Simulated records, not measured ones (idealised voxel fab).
You're looking at the process module voxel wiring stack.
Each square cell in cross-section cut measures 5 nm, and the section as a whole is 220 nm wide.
How to read a cross-section here: the picture is a grid of square cells, written as bands going from the top down, and any band can span one or more rows of cells. Look at the band entry: it leads with the top's height and the bottom's height in nm. Then it lists the materials left to right, with a width in nm for each. The word "everywhere" on a single material says that material fills the band edge to edge. The word "air" is empty space. All heights in this document are referenced to 0, defined as the level beneath which the wafer, as received, consists entirely of one material. The lowest band is not bounded below; it extends indefinitely downward and is written in the form "0..down". The expression "30 to 40" gives the width at the extremes of the band, the first number at its top row of cells and the second at its bottom row, with the width changing by equal amounts from each row to the next in between. You'll sometimes find "nothing got changed" written for a step, and that's the way of saying that nowhere in the cross-section did a cell change during that step. Reported under the label "Enclosed voids" are the empty spaces having no open way to the top and comprising 8 cells or more; the notation for each is width x height at distance, in which the distance is measured from the left edge and all three values are in nm. Note: text after step settings on the step line = simulator remark on that step. overlay nm: how far to the right of its planned place the mask lay on this masked step (negative: to the left).

This section lists the process steps that were planned
- 1: op RECEIVE | material Si
- 2: op CONFORMAL_DEP | material SiO2 | thk nm 10
- 3: op DIRECTIONAL_DEP | material TiN | thk nm 5
- 4: op DIRECTIONAL_DEP | material Ru | thk nm 20
- 5: op DIRECTIONAL_DEP | material aC | thk nm 15
- 6: op PATTERN | tone cover | mask id METAL_1 | material resist | width nm 20 | pitch nm 45 | thk nm 35 | overlay nm 0
- 7: op DIRECTIONAL_ETCH | etch materials aC | depth nm 15
- 8: op STRIP | etch materials resist
- 9: op DIRECTIONAL_ETCH | etch materials Ru | depth nm 20
- 10: op DIRECTIONAL_ETCH | etch materials TiN | depth nm 5
- 11: op STRIP | etch materials aC
- 12: op CONFORMAL_DEP | material SiCN | thk nm 5
- 13: op FILL_DEP | material lowk | thk nm 5
- 14: op CMP | height nm 35
- 15: op CONFORMAL_DEP | material SiCN | thk nm 5
- 16: op DIRECTIONAL_DEP | material lowk | thk nm 15
- 17: op DIRECTIONAL_DEP | material aC | thk nm 10
- 18: op PATTERN | tone open | mask id PLUG_1 | material resist | width nm 15 | pitch nm 45 | thk nm 25 | overlay nm 0
- 19: op DIRECTIONAL_ETCH | etch materials aC | depth nm 10
- 20: op STRIP | etch materials resist
- 21: op DIRECTIONAL_ETCH | etch materials lowk | depth nm 15
- 22: op DIRECTIONAL_ETCH | etch materials SiCN | depth nm 5
- 23: op STRIP | etch materials aC
- 24: op EPI | material Ru | thk nm 10
- 25: op EPI | material Ru | thk nm 10
- 26: op DIRECTIONAL_DEP | material TiN | thk nm 5
- 27: op DIRECTIONAL_DEP | material W | thk nm 25
- 28: op DIRECTIONAL_DEP | material aC | thk nm 15
- 29: op PATTERN | tone cover | mask id METAL_2 | material resist | width nm 20 | pitch nm 45 | thk nm 30 | overlay nm 0
- 30: op DIRECTIONAL_ETCH | etch materials aC | depth nm 15
- 31: op STRIP | etch materials resist
- 32: op DIRECTIONAL_ETCH | etch materials W | depth nm 25
- 33: op DIRECTIONAL_ETCH | etch materials TiN | depth nm 5
- 34: op STRIP | etch materials aC
- 35: op FILL_DEP | material lowk | thk nm 10
- 36: op CMP | height nm 85
- 37: op CONFORMAL_DEP | material SiCN | thk nm 5
- 38: op DIRECTIONAL_DEP | material lowk | thk nm 30
- 39: op PATTERN | tone open | mask id METAL_3 | material resist | width nm 20 | pitch nm 45 | thk nm 20 | overlay nm 0
- 40: op DIRECTIONAL_ETCH | etch materials lowk | depth nm 15
- 41: op STRIP | etch materials resist
- 42: op MASKED_ETCH | tone open | mask id METAL_3_HOLES | width nm 15 | pitch nm 45 | etch materials lowk | depth nm 15 | overlay nm 0
- 43: op MASKED_ETCH | tone open | mask id METAL_3_HOLES | width nm 15 | pitch nm 45 | etch materials SiCN | depth nm 5 | overlay nm 0
- 44: op CONFORMAL_DEP | material TiN | thk nm 5
- 45: op FILL_DEP | material Cu | thk nm 5
- 46: op CMP | height nm 120
- 47: op CONFORMAL_DEP | material SiN | thk nm 5

Received-state cross-section, reflecting completion of step 1
* 0..down: Si everywhere
* Enclosed voids: none

Same starting wafer, same plan as above, one mistake in the execution; this is the cross-section at the end of the module
* 125..120: SiN everywhere
* 120..110: 75 nm lowk / 5 nm TiN / 10 nm Cu / 5 nm TiN / 25 nm lowk / 5 nm TiN / 10 nm Cu / 5 nm TiN / 80 nm lowk
* 110..105: 75 nm lowk / 5 nm TiN / 5 nm Cu / 10 nm TiN / 25 nm lowk / 5 nm TiN / 5 nm Cu / 10 nm TiN / 80 nm lowk
* 105..90: 75 nm lowk / 5 nm TiN / 5 nm Cu / 5 nm TiN / 30 nm lowk / 5 nm TiN / 5 nm Cu / 5 nm TiN / 85 nm lowk
* 90..85: 75 nm SiCN / 15 nm TiN / 30 nm SiCN / 15 nm TiN / 85 nm SiCN
* 85..65: 90 nm lowk / 5 nm W / 40 nm lowk / 5 nm W / 80 nm lowk
* 65..60: 75 nm lowk / 20 nm W / 25 nm lowk / 20 nm W / 80 nm lowk
* 60..55: 75 nm lowk / 15 nm W / 5 nm TiN / 25 nm lowk / 15 nm W / 5 nm TiN / 80 nm lowk
* 55..40: 75 nm lowk / 15 nm W / 30 nm lowk / 15 nm W / 85 nm lowk
* 40..35: 75 nm SiCN / 15 nm TiN / 30 nm SiCN / 15 nm TiN / 85 nm SiCN
* 35..15: SiO2 everywhere
* 15..10: TiN everywhere
* 10..0: SiO2 everywhere
* 0..down: Si everywhere
* Enclosed voids: none
Misprocessing identified: off-plan run, step 4, actual operation and settings op DIRECTIONAL_DEP | material SiO2 | thk nm 20
